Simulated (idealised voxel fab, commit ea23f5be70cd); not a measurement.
process module | voxel capacitor over wiring
cross-section cut | 285 nm wide | cells 5 nm
A cross-section is a grid of square cells, given in bands from the top down. A band is one or more rows of cells.
Each band's line starts with the height of the band's top and of its bottom, in nm. Then come its materials from left to right, each with its width in nm. One material with "throughout" fills the band from edge to edge. "air" is empty space.
Height 0 is the level under which the wafer as received is all one material. The lowest band goes on downwards, as in "0 down".
A width such as "30 to 40" changes by the same amount from each row of cells to the next, from the band's top row to its bottom row.
"no change" after a step means that no cell of the cross-section changed.
closed voids: empty space of 8 cells or more with no open way to the top, each as width x height at its distance from the left edge, in nm
after a step's settings: what the simulator itself notes on the step
overlay nm, on a step with a mask: how far to the right of its planned place the mask lay; to the left if negative
plan
1 op RECEIVE | material Si
2 op CONFORMAL_DEP | material SiO2 | thk nm 15
3 op CONFORMAL_DEP | material SiN | thk nm 5
4 op DIRECTIONAL_DEP | material SiO2 | thk nm 20
5 op MASKED_ETCH | tone open | mask id METAL_1 | width nm 25 | pitch nm 80 | etch materials SiO2 | depth nm 20 | overlay nm 0
6 op MASKED_ETCH | tone open | mask id METAL_1 | width nm 25 | pitch nm 80 | etch materials SiN | depth nm 5 | overlay nm 0
7 op CONFORMAL_DEP | material TiN | thk nm 5
8 op FILL_DEP | material W | thk nm 5
9 op CMP | height nm 40
10 op CONFORMAL_DEP | material SiCN | thk nm 5
11 op DIRECTIONAL_DEP | material SiO2 | thk nm 20
12 op PATTERN | tone open | mask id PLUG_1 | material resist | width nm 15 | thk nm 20 | overlay nm 0
13 op DIRECTIONAL_ETCH | etch materials SiO2 | depth nm 20
14 op DIRECTIONAL_ETCH | etch materials SiCN | depth nm 5
15 op STRIP | etch materials resist
16 op CONFORMAL_DEP | material TiN | thk nm 5
17 op FILL_DEP | material Ru | thk nm 10
18 op CMP | height nm 65
19 op DIRECTIONAL_DEP | material TiN | thk nm 5
20 op DIRECTIONAL_DEP | material HfO2 | thk nm 5
21 op DIRECTIONAL_DEP | material TiN | thk nm 5
22 op DIRECTIONAL_DEP | material aC | thk nm 15
23 op PATTERN | tone cover | mask id UPPER_PLATE | material resist | width nm 60 | thk nm 35 | overlay nm 0
24 op DIRECTIONAL_ETCH | etch materials aC | depth nm 15
25 op STRIP | etch materials resist
26 op DIRECTIONAL_ETCH | etch materials TiN | depth nm 5
27 op DIRECTIONAL_ETCH | etch materials HfO2 | depth nm 5
28 op STRIP | etch materials aC
29 op DIRECTIONAL_DEP | material aC | thk nm 15
30 op PATTERN | tone cover | mask id LOWER_PLATE | material resist | width nm 70 | thk nm 30 | overlay nm 0
31 op DIRECTIONAL_ETCH | etch materials aC | depth nm 15
32 op STRIP | etch materials resist
33 op DIRECTIONAL_ETCH | etch materials TiN | depth nm 5
34 op STRIP | etch materials aC
35 op FILL_DEP | material SiO2 | thk nm 20
36 op CMP | height nm 95
37 op PATTERN | tone open | mask id PLUG_2 | material resist | width nm 15 | thk nm 20 | overlay nm 0
38 op DIRECTIONAL_ETCH | etch materials SiO2 | depth nm 15
39 op STRIP | etch materials resist
40 op CONFORMAL_DEP | material TiN | thk nm 5
41 op FILL_DEP | material Cu | thk nm 10
42 op CMP | height nm 95
43 op CONFORMAL_DEP | material SiN | thk nm 5
as received, after step 1
  0 down: Si throughout
  closed voids: none
a wafer at the end: this start, this plan, one mistake
  100 to 95: SiN throughout
  95 to 85: SiO2 110 | TiN 5 | Cu 5 | TiN 5 | SiO2 160
  85 to 75: SiO2 110 to 100 | TiN 15 to 60 | SiO2 160 to 125
  75 to 70: SiO2 100 | HfO2 60 | SiO2 125
  70 to 65: SiO2 100 | TiN 70 | SiO2 115
  65 to 45: SiO2 100 | TiN 5 | Ru 5 | TiN 5 | SiO2 170
  45 to 40: SiCN 100 | TiN 15 | SiCN 170
  40 to 20: SiO2 90 | TiN 5 | W 15 | TiN 5 | SiO2 55 | TiN 5 | W 15 | TiN 5 | SiO2 90
  20 to 15: SiN 90 | TiN 25 | SiN 55 | TiN 25 | SiN 90
  15 to 0: SiO2 throughout
  0 down: Si throughout
  closed voids: none
what went wrong: step 30 ran as: op PATTERN | tone cover | mask id LOWER_PLATE | material resist | width nm 70 | thk nm 30 | overlay nm 5
